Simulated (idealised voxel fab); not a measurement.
This is a process module. Its name is voxel ribs on slabs.
Section cut is 215 nm wide and gridded with 5 nm square cells.
Cross-section spec: square-cell grid; bands listed top down; each band is one or more rows.
Look at the band entry: it leads with the top's height and the bottom's height in nm. Then it lists the materials left to right, with a width in nm for each. The word "edge to edge" on a single material says that material fills the band edge to edge. The word "air" is empty space.
Height 0 is the level under which the wafer as received is all one material. The lowest band goes on downwards, as in "0 nm and below".
The notation "30->40" denotes a width that varies across the rows of cells in the band, beginning at the first number in the top row, finishing at the second number in the bottom row, and changing by an identical amount from each row to the next.
Given "changes: none" for a step, no cell of the cross-section differs between before and after that step.
"Voids, sealed" - sealed voids, min. 8 cells, no opening to top; format: width x height at distance (distance from left edge; nm throughout).
The remark found on a step's line after its settings is issued by the simulator itself and pertains to that step.
overlay nm: mask right of planned place by this much (step with mask). Neg. = left.

This section lists the process steps that were planned
1) RECEIVE [material Si]
2) DIRECTIONAL_DEP [material SiO2] [thk nm 25]
3) DIRECTIONAL_DEP [material SiN] [thk nm 25]
4) MASKED_ETCH [tone cover] [mask id RIB] [width nm 30] [etch materials SiN] [depth nm 15] [overlay nm 0]
5) DIRECTIONAL_DEP [material aC] [thk nm 15]
6) PATTERN [tone cover] [mask id SLAB] [material resist] [width nm 60] [thk nm 35] [overlay nm 0]
7) DIRECTIONAL_ETCH [etch materials aC] [depth nm 15]
8) STRIP [etch materials resist]
9) DIRECTIONAL_ETCH [etch materials SiN] [depth nm 10]
10) STRIP [etch materials aC]
11) FILL_DEP [material SiO2] [thk nm 25]
12) CMP [height nm 70]
13) DIRECTIONAL_DEP [material W] [thk nm 10]
14) PATTERN [tone cover] [mask id HEATER] [material resist] [width nm 40] [thk nm 20] [overlay nm 0]
15) DIRECTIONAL_ETCH [etch materials W] [depth nm 10]
16) STRIP [etch materials resist]
17) CONFORMAL_DEP [material SiO2] [thk nm 5]

First wafer, as planned

As-received state of the wafer in cross-section, equivalent to post-step 1
> 0 nm and below: Si edge to edge
> Voids, sealed: none

You're looking at a cross-section of the wafer after step 2
> 25 nm to 0 nm: SiO2 edge to edge
> Under the height 0 nothing was changed.

You're looking at a cross-section of the wafer after step 3
> 50 nm to 25 nm: SiN edge to edge
> Under the height 25 nothing was changed.

You're looking at a cross-section of the wafer after step 4
> 50 nm to 35 nm: air 90 / SiN 30 / air 95
> Under the height 35 nothing was changed.

You're looking at a cross-section of the wafer after step 5
> 65 nm to 50 nm: air 90 / aC 30 / air 95
> 50 nm to 35 nm: aC 90 / SiN 30 / aC 95
> Under the height 35 nothing was changed.

You're looking at a cross-section of the wafer after step 6
> 100 nm to 65 nm: air 75 / resist 60 / air 80
> 65 nm to 50 nm: air 75 / resist 15 / aC 30 / resist 15 / air 80
> Under the height 50 nothing was changed.

You're looking at a cross-section of the wafer after step 7
> 85 nm to 65 nm: air 75 / resist 60 / air 80
> 65 nm to 50 nm: air 75 / resist 15 / aC 30 / resist 15 / air 80
> 50 nm to 35 nm: air 75 / aC 15 / SiN 30 / aC 15 / air 80
> Under the height 35 nothing was changed.

You're looking at a cross-section of the wafer after step 8
> 65 nm to 50 nm: air 90 / aC 30 / air 95
> Under the height 50 nothing was changed.

You're looking at a cross-section of the wafer after step 9
> 65 nm to 50 nm: air 90 / aC 30 / air 95
> 50 nm to 35 nm: air 75 / aC 15 / SiN 30 / aC 15 / air 80
> 35 nm to 25 nm: air 75 / SiN 60 / air 80
> Under the height 25 nothing was changed.

You're looking at a cross-section of the wafer after step 10
> 50 nm to 35 nm: air 90 / SiN 30 / air 95
> Under the height 35 nothing was changed.

You're looking at a cross-section of the wafer after step 11
> 75 nm to 50 nm: SiO2 edge to edge
> 50 nm to 35 nm: SiO2 90 / SiN 30 / SiO2 95
> 35 nm to 25 nm: SiO2 75 / SiN 60 / SiO2 80
> Under the height 25 nothing was changed.

You're looking at a cross-section of the wafer after step 12
> 70 nm to 50 nm: SiO2 edge to edge
> Under the height 50 nothing was changed.

You're looking at a cross-section of the wafer after step 13
> 80 nm to 70 nm: W edge to edge
> Under the height 70 nothing was changed.

You're looking at a cross-section of the wafer after step 14
> 100 nm to 80 nm: air 85 / resist 40 / air 90
> Under the height 80 nothing was changed.

You're looking at a cross-section of the wafer after step 15
> 100 nm to 80 nm: air 85 / resist 40 / air 90
> 80 nm to 70 nm: air 85 / W 40 / air 90
> Under the height 70 nothing was changed.

You're looking at a cross-section of the wafer after step 16
> 80 nm to 70 nm: air 85 / W 40 / air 90
> Under the height 70 nothing was changed.

You're looking at a cross-section of the wafer after step 17
> 85 nm to 80 nm: air 80 / SiO2 50 / air 85
> 80 nm to 75 nm: air 80 / SiO2 5 / W 40 / SiO2 5 / air 85
> 75 nm to 70 nm: SiO2 85 / W 40 / SiO2 90
> Under the height 70 nothing was changed.

Second wafer - shared start and plan with the first - one error in running - same as the first up to step 1 inclusive

When step 2 should have ended
> 25 nm to 0 nm: SiN edge to edge
> Under the height 0 nothing was changed.

When step 3 should have ended
> 50 nm to 25 nm: SiO2 edge to edge
> Under the height 25 nothing was changed.

when step 4 should have ended: changes: none

When step 5 should have ended
> 65 nm to 50 nm: aC edge to edge
> Under the height 50 nothing was changed.

When step 6 should have ended
> 100 nm to 65 nm: air 75 / resist 60 / air 80
> Under the height 65 nothing was changed.

When step 7 should have ended
> 85 nm to 65 nm: air 75 / resist 60 / air 80
> 65 nm to 50 nm: air 75 / aC 60 / air 80
> Under the height 50 nothing was changed.

When step 8 should have ended
> 65 nm to 50 nm: air 75 / aC 60 / air 80
> Under the height 50 nothing was changed.

when step 9 should have ended: changes: none

When step 10 should have ended
> 50 nm to 25 nm: SiO2 edge to edge
> Under the height 25 nothing was changed.

When step 11 should have ended
> 75 nm to 25 nm: SiO2 edge to edge
> Under the height 25 nothing was changed.

When step 12 should have ended
> 70 nm to 25 nm: SiO2 edge to edge
> Under the height 25 nothing was changed.

When step 13 should have ended
> 80 nm to 70 nm: W edge to edge
> Under the height 70 nothing was changed.

When step 14 should have ended
> 100 nm to 80 nm: air 85 / resist 40 / air 90
> Under the height 80 nothing was changed.

When step 15 should have ended
> 100 nm to 80 nm: air 85 / resist 40 / air 90
> 80 nm to 70 nm: air 85 / W 40 / air 90
> Under the height 70 nothing was changed.

When step 16 should have ended
> 80 nm to 70 nm: air 85 / W 40 / air 90
> Under the height 70 nothing was changed.

When step 17 should have ended
> 85 nm to 80 nm: air 80 / SiO2 50 / air 85
> 80 nm to 75 nm: air 80 / SiO2 5 / W 40 / SiO2 5 / air 85
> 75 nm to 70 nm: SiO2 85 / W 40 / SiO2 90
> Under the height 70 nothing was changed.
Deviation noted in wafer processing: a sequencing error occurred in which plan steps 2 and 3 were transposed
Heads up, by the end the second wafer has more or fewer cells of some materials compared to the first: SiN +173 | SiO2 -173
